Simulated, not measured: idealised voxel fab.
The name of this process module is voxel transistor to metal.
In the cross-section labelled cut, the width is 260 nm and each square cell is 5 nm.
Just so we're on the same page, the cross-sections are grids of square cells, and they're listed out in bands top to bottom, each band one or more rows deep.
For a band, the entry starts with two heights in nm, that of the top and then that of the bottom, and carries on with the band's materials in order from left to right, each alongside its width in nm; the word "full width" beside a single material means it fills the band edge to edge, and "blank" means empty space.
A quick word on heights: they are counted from 0, and under that level the wafer as it came to us is one material throughout. The lowest band is different from the rest in having no bottom; it simply continues downward, written as in "0 down".
Top row gets the first number, bottom row gets the second, and each row in between changes by the same step: that is how a band width like "30->40" works.
Reading "same as before" for a step: not a cell of the cross-section changed in it.
Each empty space that has no open way to the top and spans at least 8 cells appears under "Sealed internal voids" as width x height at distance, the distance counted from the left edge, all in nm.
Step line, after settings: the simulator's comment on this step.
A step's line can hold "overlay nm"; with a mask on that step, the setting says how far right of the planned place the mask lay, while a negative setting says it lay to the left.
The following list gives the planned process steps
- 1: RECEIVE with material Si
- 2: OXIDIZE with depth nm 5
- 3: CONFORMAL_DEP with material SiN, thk nm 10
- 4: PATTERN with tone cover, mask id ACTIVE, material resist, width nm 105, pitch nm 125, thk nm 15, overlay nm 0
- 5: DIRECTIONAL_ETCH with etch materials SiN, depth nm 10
- 6: DIRECTIONAL_ETCH with etch materials SiO2, depth nm 5
- 7: DIRECTIONAL_ETCH with etch materials Si, depth nm 30
- 8: STRIP with etch materials resist
- 9: OXIDIZE with depth nm 5
- 10: FILL_DEP with material SiO2, thk nm 15
- 11: CMP with height nm 10
- 12: SELECTIVE_ETCH with etch materials SiO2, depth nm 5
- 13: STRIP with etch materials SiN
- 14: SELECTIVE_ETCH with etch materials SiO2, depth nm 5
- 15: OXIDIZE with depth nm 5
- 16: DIRECTIONAL_DEP with material polySi, thk nm 30
- 17: DIRECTIONAL_DEP with material SiCN, thk nm 10
- 18: MASKED_ETCH with tone cover, mask id GATE, width nm 15, pitch nm 125, etch materials SiCN, depth nm 20, overlay nm 0
- 19: MASKED_ETCH with tone cover, mask id GATE, width nm 15, pitch nm 125, etch materials polySi, depth nm 40, overlay nm 0
- 20: CONFORMAL_DEP with material SiO2, thk nm 5
- 21: DIRECTIONAL_ETCH with etch materials SiO2, depth nm 5
- 22: CONFORMAL_DEP with material SiN, thk nm 10
- 23: DIRECTIONAL_ETCH with etch materials SiN, depth nm 10
- 24: DIRECTIONAL_ETCH with etch materials SiO2, depth nm 5
- 25: EPI with material SiGe, thk nm 5
- 26: FILL_DEP with material SiO2, thk nm 10
- 27: CMP with height nm 35
- 28: DIRECTIONAL_DEP with material SiO2, thk nm 15
- 29: PATTERN with tone open, mask id CONTACT, material resist, width nm 20, thk nm 15, overlay nm 0
- 30: DIRECTIONAL_ETCH with etch materials SiO2, depth nm 55
- 31: STRIP with etch materials resist
- 32: CONFORMAL_DEP with material TiN, thk nm 5
- 33: FILL_DEP with material Ru, thk nm 5
- 34: CMP with height nm 50
- 35: CONFORMAL_DEP with material SiCN, thk nm 5
- 36: DIRECTIONAL_DEP with material lowk, thk nm 15
- 37: MASKED_ETCH with tone open, mask id METAL_1, width nm 20, etch materials lowk, depth nm 15, overlay nm 0
- 38: MASKED_ETCH with tone open, mask id METAL_1, width nm 20, etch materials SiCN, depth nm 5, overlay nm 0
- 39: CONFORMAL_DEP with material TiN, thk nm 5
- 40: FILL_DEP with material W, thk nm 10
- 41: CMP with height nm 70
- 42: CONFORMAL_DEP with material SiCN, thk nm 5
- 43: DIRECTIONAL_DEP with material SiO2, thk nm 35
- 44: DIRECTIONAL_DEP with material aC, thk nm 10
- 45: PATTERN with tone open, mask id METAL_2_HOLES, material resist, width nm 15, pitch nm 125, thk nm 30, overlay nm 0
- 46: DIRECTIONAL_ETCH with etch materials aC, depth nm 10
- 47: STRIP with etch materials resist
- 48: DIRECTIONAL_ETCH with etch materials SiO2, depth nm 35
- 49: STRIP with etch materials aC
- 50: PATTERN with tone open, mask id METAL_2, material resist, width nm 20, pitch nm 125, thk nm 20, overlay nm 0
- 51: DIRECTIONAL_ETCH with etch materials SiO2, depth nm 20
- 52: DIRECTIONAL_ETCH with etch materials SiCN, depth nm 5
- 53: STRIP with etch materials resist
- 54: CONFORMAL_DEP with material TiN, thk nm 5
- 55: FILL_DEP with material Cu, thk nm 5
- 56: CMP with height nm 110
- 57: CONFORMAL_DEP with material SiN, thk nm 5
Delivered wafer in cross-section: state after step 1
	0 down: Si full width
	Sealed internal voids: none
The module was run from the start shown above using the plan shown above, but one mistake was made doing it; the resulting wafer cross-section is below
	115 to 110: SiN full width
	110 to 105: 25 of SiCN / 20 of TiN / 105 of SiCN / 20 of TiN / 90 of SiCN
	105 to 70: SiO2 full width
	70 to 55: 25 of lowk / 5 of TiN / 10 of W / 5 of TiN / 45 of lowk / 5 of TiN / 10 of W / 5 of TiN / 40 of lowk / 5 of TiN / 10 of W / 5 of TiN / 45 of lowk / 5 of TiN / 10 of W / 5 of TiN / 25 of lowk
	55 to 50: 25 of SiCN / 20 of TiN / 45 of SiCN / 20 of TiN / 40 of SiCN / 20 of TiN / 45 of SiCN / 20 of TiN / 25 of SiCN
	50 to 35: 25 of SiO2 / 5 of TiN / 10 of Ru / 5 of TiN / 45 of SiO2 / 5 of TiN / 10 of Ru / 5 of TiN / 40 of SiO2 / 5 of TiN / 10 of Ru / 5 of TiN / 45 of SiO2 / 5 of TiN / 10 of Ru / 5 of TiN / 25 of SiO2
	35 to 25: 25 of SiO2 / 5 of TiN / 10 of Ru / 5 of TiN / 10 of SiN / 5 of SiO2 / 15 of SiCN / 5 of SiO2 / 10 of SiN / 5 of TiN / 10 of Ru / 5 of TiN / 40 of SiO2 / 5 of TiN / 10 of Ru / 5 of TiN / 10 of SiN / 5 of SiO2 / 15 of SiCN / 5 of SiO2 / 10 of SiN / 5 of TiN / 10 of Ru / 5 of TiN / 25 of SiO2
	25 to 0: 25 of SiO2 / 5 of TiN / 10 of Ru / 5 of TiN / 10 of SiN / 5 of SiO2 / 15 of polySi / 5 of SiO2 / 10 of SiN / 5 of TiN / 10 of Ru / 5 of TiN / 40 of SiO2 / 5 of TiN / 10 of Ru / 5 of TiN / 10 of SiN / 5 of SiO2 / 15 of polySi / 5 of SiO2 / 10 of SiN / 5 of TiN / 10 of Ru / 5 of TiN / 25 of SiO2
	0 to -5: 15 of SiO2 / 10 of SiN / 20 of TiN / 10 of SiN / 5 of SiO2 / 15 of polySi / 5 of SiO2 / 10 of SiN / 20 of TiN / 10 of SiN / 20 of SiO2 / 10 of SiN / 20 of TiN / 10 of SiN / 5 of SiO2 / 15 of polySi / 5 of SiO2 / 10 of SiN / 20 of TiN / 10 of SiN / 15 of SiO2
	-5 to -10: 25 of SiO2 / 20 of SiGe / 45 of SiO2 / 20 of SiGe / 40 of SiO2 / 20 of SiGe / 45 of SiO2 / 20 of SiGe / 25 of SiO2
	-10 to -40: 20 of SiO2 / 95 of Si / 30 of SiO2 / 95 of Si / 20 of SiO2
	-40 down: Si full width
	Sealed internal voids: none
Short version of what went wrong: deviation from plan: step 43 and step 42 executed in one another's positions
